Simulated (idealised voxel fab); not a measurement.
process module | voxel gate over fins
cross-section cut | 295 nm wide | cells 5 nm
A cross-section is a grid of square cells, given in bands from the top down. A band is one or more rows of cells.
Each band's line starts with the height of the band's top and of its bottom, in nm. Then come its materials from left to right, each with its width in nm. One material with "throughout" fills the band from edge to edge. "air" is empty space.
Height 0 is the level under which the wafer as received is all one material. The lowest band goes on downwards, as in "0 down".
A width such as "30 to 40" changes by the same amount from each row of cells to the next, from the band's top row to its bottom row.
"no change" after a step means that no cell of the cross-section changed.
closed voids: empty space of 8 cells or more with no open way to the top, each as width x height at its distance from the left edge, in nm
after a step's settings: what the simulator itself notes on the step
overlay nm, on a step with a mask: how far to the right of its planned place the mask lay; to the left if negative
plan
1 op RECEIVE | material Si
2 op CONFORMAL_DEP | material SiN | thk nm 10
3 op PATTERN | tone cover | mask id FINS | material resist | width nm 15 | pitch nm 45 | thk nm 15 | overlay nm 0
4 op DIRECTIONAL_ETCH | etch materials SiN | depth nm 10
5 op DIRECTIONAL_ETCH | etch materials Si | depth nm 40
6 op STRIP | etch materials resist
7 op OXIDIZE | depth nm 5
8 op FILL_DEP | material SiO2 | thk nm 15
9 op CMP | height nm 10
10 op SELECTIVE_ETCH | etch materials SiO2 | depth nm 25
11 op STRIP | etch materials SiN
12 op CONFORMAL_DEP | material HfO2 | thk nm 5
13 op CONFORMAL_DEP | material TiN | thk nm 5
14 op CONFORMAL_DEP | material TiAl | thk nm 5
15 op CONFORMAL_DEP | material TiN | thk nm 5
16 op FILL_DEP | material W | thk nm 15
17 op CMP | height nm 30
18 op CONFORMAL_DEP | material SiCN | thk nm 5
as received, after step 1
  0 down: Si throughout
  closed voids: none
a wafer at the end: this start, this plan, one mistake
  35 to 30: SiCN throughout
  30 to 20: W throughout
  20 to 15: W 55 | TiN 180 | W 60
  15 to 10: W 55 | TiN 5 | TiAl 35 | TiN 10 | TiAl 35 | TiN 10 | TiAl 35 | TiN 10 | TiAl 35 | TiN 5 | W 60
  10 to 5: W 55 | TiN 5 | TiAl 5 | TiN 25 | TiAl 5 | TiN 10 | TiAl 5 | TiN 25 | TiAl 5 | TiN 10 | TiAl 5 | TiN 25 | TiAl 5 | TiN 10 | TiAl 5 | TiN 25 | TiAl 5 | TiN 5 | W 60
  5 to 0: TiN 60 | TiAl 5 | TiN 5 | HfO2 15 | TiN 5 | TiAl 5 | TiN 10 | TiAl 5 | TiN 5 | HfO2 15 | TiN 5 | TiAl 5 | TiN 10 | TiAl 5 | TiN 5 | HfO2 15 | TiN 5 | TiAl 5 | TiN 10 | TiAl 5 | TiN 5 | HfO2 15 | TiN 5 | TiAl 5 | TiN 65
  0 to -5: TiAl 65 | TiN 5 | HfO2 5 | Si 5 | HfO2 5 | TiN 5 | TiAl 5 | TiN 10 | TiAl 5 | TiN 5 | HfO2 5 | Si 5 | HfO2 5 | TiN 5 | TiAl 5 | TiN 10 | TiAl 5 | TiN 5 | HfO2 5 | Si 5 | HfO2 5 | TiN 5 | TiAl 5 | TiN 10 | TiAl 5 | TiN 5 | HfO2 5 | Si 5 | HfO2 5 | TiN 5 | TiAl 70
  -5 to -10: TiN 55 | TiAl 10 | TiN 5 | HfO2 5 | Si 5 | HfO2 5 | TiN 5 | TiAl 5 | TiN 10 | TiAl 5 | TiN 5 | HfO2 5 | Si 5 | HfO2 5 | TiN 5 | TiAl 5 | TiN 10 | TiAl 5 | TiN 5 | HfO2 5 | Si 5 | HfO2 5 | TiN 5 | TiAl 5 | TiN 10 | TiAl 5 | TiN 5 | HfO2 5 | Si 5 | HfO2 5 | TiN 5 | TiAl 10 | TiN 60
  -10 to -15: HfO2 50 | TiN 5 | TiAl 10 | TiN 5 | HfO2 5 | Si 5 | HfO2 5 | TiN 5 | TiAl 20 | TiN 5 | HfO2 5 | Si 5 | HfO2 5 | TiN 5 | TiAl 20 | TiN 5 | HfO2 5 | Si 5 | HfO2 5 | TiN 5 | TiAl 20 | TiN 5 | HfO2 5 | Si 5 | HfO2 5 | TiN 5 | TiAl 10 | TiN 5 | HfO2 55
  -15 to -20: SiO2 45 | HfO2 5 | TiN 20 | HfO2 5 | Si 5 | HfO2 5 | TiN 30 | HfO2 5 | Si 5 | HfO2 5 | TiN 30 | HfO2 5 | Si 5 | HfO2 5 | TiN 30 | HfO2 5 | Si 5 | HfO2 5 | TiN 20 | HfO2 5 | SiO2 50
  -20 to -25: SiO2 45 | HfO2 30 | Si 5 | HfO2 40 | Si 5 | HfO2 40 | Si 5 | HfO2 40 | Si 5 | HfO2 30 | SiO2 50
  -25 to -45: SiO2 75 | Si 5 | SiO2 40 | Si 5 | SiO2 40 | Si 5 | SiO2 40 | Si 5 | SiO2 80
  -45 down: Si throughout
  closed voids: none
what went wrong: steps 10 and 11 were swapped
